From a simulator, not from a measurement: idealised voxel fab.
The following process module bears the name voxel fin reveal.
Cross-section cut: width 285 nm, square cells of 5 nm.
Reading order for cross-sections: top band down to bottom band. Underlying form: a grid of square cells. Band size: one or more rows of cells. The entry gives the band's vertical extent as a top height and a bottom height in nm, then its horizontal make-up as materials from left to right, each with a width in nm. "empty" stands for empty space; a single material marked "throughout" fills the band edge to edge. The reference from which all heights are counted is 0, the level beneath which the as-received wafer is entirely one material; the lowest band, having no lower bound, proceeds downward and is written after the example "0 down". When a width is written as two numbers, as in "30->40", the first number is the width in the top row of cells of the band and the second is the width in its bottom row, and the width changes by the same amount from each row to the next. "nothing altered" for a step: no cell of the cross-section changed in that step. Voids not open to the top, 8 cells minimum: see "Sealed voids". Written width x height at distance; distance is from the left edge; nm. The remark found on a step's line after its settings is issued by the simulator itself and pertains to that step. "overlay nm" on a masked step: distance the mask lay right of its planned place, negative for left.
## The planned process steps are enumerated hereunder
1) RECEIVE, material Si
2) CONFORMAL_DEP, material SiN, thk nm 10
3) MASKED_ETCH, tone cover, mask id FINS, width nm 15, pitch nm 35, etch materials SiN, depth nm 10, overlay nm 0
4) MASKED_ETCH, tone cover, mask id FINS, width nm 15, pitch nm 35, etch materials Si, depth nm 30, overlay nm 0
5) OXIDIZE, depth nm 5
6) FILL_DEP, material SiO2, thk nm 15
7) CMP, height nm 10
8) SELECTIVE_ETCH, etch materials SiO2, depth nm 20
9) STRIP, etch materials SiN
10) CONFORMAL_DEP, material SiO2, thk nm 5
## Cross-section of the wafer upon arrival, representing the state reached after step 1
	0 down = Si throughout
	Sealed voids: none
## Post-module cross-section of the first of two wafers (run per plan)
	5 to 0 = empty 80, SiO2 15, empty 20, SiO2 15, empty 20, SiO2 15, empty 20, SiO2 15, empty 85
	0 to -5 = empty 80, SiO2 5, Si 5, SiO2 5, empty 20, SiO2 5, Si 5, SiO2 5, empty 20, SiO2 5, Si 5, SiO2 5, empty 20, SiO2 5, Si 5, SiO2 5, empty 85
	-5 to -35 = SiO2 85, Si 5, SiO2 30, Si 5, SiO2 30, Si 5, SiO2 30, Si 5, SiO2 90
	-35 down = Si throughout
	Sealed voids: none
## Second wafer of the two, sectioned at the end of the module. It began like the first and followed the same plan, but one mistake was made while running it
	0 to -10 = empty 85, Si 5, empty 30, Si 5, empty 30, Si 5, empty 30, Si 5, empty 90
	-10 to -35 = SiO2 85, Si 5, SiO2 30, Si 5, SiO2 30, Si 5, SiO2 30, Si 5, SiO2 90
	-35 down = Si throughout
	Sealed voids: none
Short version of what went wrong: the run left out plan step 10 entirely, so it was never executed
Per the end-of-run cell counts, the second wafer holds more or fewer of some materials than the first: SiO2 -73
